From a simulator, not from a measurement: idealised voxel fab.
Process module name: voxel transistor to metal
Each square cell in cross-section cut measures 5 nm, and the section as a whole is 195 nm wide.
A cross-section is written here as square cells arranged in a grid, and it is given in bands from the top down, each band taking up one or more rows of cells. Top height, bottom height, nm. Materials left to right, width each, nm. Single material + "edge to edge" = fills band edge to edge. "blank" = empty. Counting heights begins at 0, where everything beneath is, in the wafer as received, one material. The lowest band has no bottom; it goes on downwards, as "0..down" shows. A two-number width, for instance "30->40", indicates that the width is equal to the first number in the top row of the band and to the second number in the bottom row, and that it changes by a constant amount per row of cells. Where the words "no change occurred" appear for a step, the cross-section shows no cell changed by that step; every cell remained as before. Empty spaces without an open route to the top, at least 8 cells in extent, make up the entry "Enclosed internal voids"; each is given as width x height at distance, where the distance is measured from the left edge, and all are in nm. On each step's line, the part that comes after the settings is the simulator's own comment on the step. overlay nm: where the mask lay relative to plan, measured to the right, on steps with a mask; negatives go left.
### This section lists the process steps that were planned
1. RECEIVE: material Si
2. OXIDIZE: depth nm 5
3. CONFORMAL_DEP: material SiN, thk nm 15
4. MASKED_ETCH: tone cover, mask id ACTIVE, width nm 105, etch materials SiN, depth nm 15, overlay nm 0
5. MASKED_ETCH: tone cover, mask id ACTIVE, width nm 105, etch materials SiO2, depth nm 5, overlay nm 0
6. MASKED_ETCH: tone cover, mask id ACTIVE, width nm 105, etch materials Si, depth nm 25, overlay nm 0
7. FILL_DEP: material SiO2, thk nm 15
8. CMP: height nm 15
9. SELECTIVE_ETCH: etch materials SiO2, depth nm 5
10. STRIP: etch materials SiN
11. SELECTIVE_ETCH: etch materials SiO2, depth nm 5
12. OXIDIZE: depth nm 5
13. DIRECTIONAL_DEP: material polySi, thk nm 25
14. DIRECTIONAL_DEP: material SiCN, thk nm 10
15. MASKED_ETCH: tone cover, mask id GATE, width nm 15, etch materials SiCN, depth nm 20, overlay nm 0
16. MASKED_ETCH: tone cover, mask id GATE, width nm 15, etch materials polySi, depth nm 35, overlay nm 0
17. CONFORMAL_DEP: material SiO2, thk nm 5
18. DIRECTIONAL_ETCH: etch materials SiO2, depth nm 5
19. CONFORMAL_DEP: material SiN, thk nm 5
20. DIRECTIONAL_ETCH: etch materials SiN, depth nm 5
21. DIRECTIONAL_ETCH: etch materials SiO2, depth nm 5
22. DIRECTIONAL_ETCH: etch materials Si, depth nm 5
23. EPI: material SiGe, thk nm 10
24. FILL_DEP: material SiO2, thk nm 5
25. CMP: height nm 30
26. DIRECTIONAL_DEP: material SiO2, thk nm 10
27. DIRECTIONAL_DEP: material aC, thk nm 15
28. PATTERN: tone open, mask id CONTACT, material resist, width nm 35, pitch nm 60, thk nm 35, overlay nm 0
29. DIRECTIONAL_ETCH: etch materials aC, depth nm 15
30. STRIP: etch materials resist
31. DIRECTIONAL_ETCH: etch materials SiO2, depth nm 45
32. STRIP: etch materials aC
33. CONFORMAL_DEP: material TiN, thk nm 5
34. FILL_DEP: material Ru, thk nm 10
35. CMP: height nm 40
36. CONFORMAL_DEP: material SiN, thk nm 5
37. DIRECTIONAL_DEP: material lowk, thk nm 25
38. MASKED_ETCH: tone open, mask id METAL_1, width nm 20, pitch nm 75, etch materials lowk, depth nm 25, overlay nm 0
39. MASKED_ETCH: tone open, mask id METAL_1, width nm 20, pitch nm 75, etch materials SiN, depth nm 5, overlay nm 0
40. CONFORMAL_DEP: material TiN, thk nm 5
41. FILL_DEP: material W, thk nm 10
42. CMP: height nm 70
43. CONFORMAL_DEP: material SiCN, thk nm 5
### Cross-sectional view of the wafer in its as-received condition, corresponding to the state after step 1
	0..down: Si edge to edge
	Enclosed internal voids: none
### Cross-section, end of module. Start: as above. Plan: as above. Execution: one mistake
	75..70: SiCN edge to edge
	70..45: 50 lowk | 5 TiN | 10 W | 5 TiN | 55 lowk | 5 TiN | 10 W | 5 TiN | 50 lowk
	45..40: 50 SiN | 20 TiN | 55 SiN | 20 TiN | 50 SiN
	40..30: 50 SiO2 | 5 TiN | 25->20 Ru | 5->10 TiN | 25 SiO2 | 5->10 TiN | 25->20 Ru | 5 TiN | 50 SiO2
	30..20: 50 SiO2 | 5 TiN | 20 Ru | 5 TiN | 5 SiN | 5 SiO2 | 15 SiCN | 5 SiO2 | 5 SiN | 5 TiN | 20 Ru | 5 TiN | 50 SiO2
	20..5: 50 SiO2 | 5 TiN | 20 Ru | 5 TiN | 5 SiN | 5 SiO2 | 15 polySi | 5 SiO2 | 5 SiN | 5 TiN | 20 Ru | 5 TiN | 50 SiO2
	5..0: 45 SiO2 | 5 SiN | 30 TiN | 5 SiN | 5 SiO2 | 15 polySi | 5 SiO2 | 5 SiN | 30 TiN | 5 SiN | 45 SiO2
	0..-5: 45 SiO2 | 5 SiN | 10 SiGe | 10 TiN | 10 SiGe | 5 SiN | 5 SiO2 | 15 polySi | 5 SiO2 | 5 SiN | 10 SiGe | 10 TiN | 10 SiGe | 5 SiN | 45 SiO2
	-5..-10: 50 SiO2 | 30 SiGe | 35 SiO2 | 30 SiGe | 50 SiO2
	-10..-15: 45 SiO2 | 5 Si | 30 SiGe | 35 Si | 30 SiGe | 5 Si | 45 SiO2
	-15..-55: 45 SiO2 | 105 Si | 45 SiO2
	-55..down: Si edge to edge
	Enclosed internal voids: none
It is concluded that the wafer was processed incorrectly with respect to the plan, in that step 6 from the plan got run twice
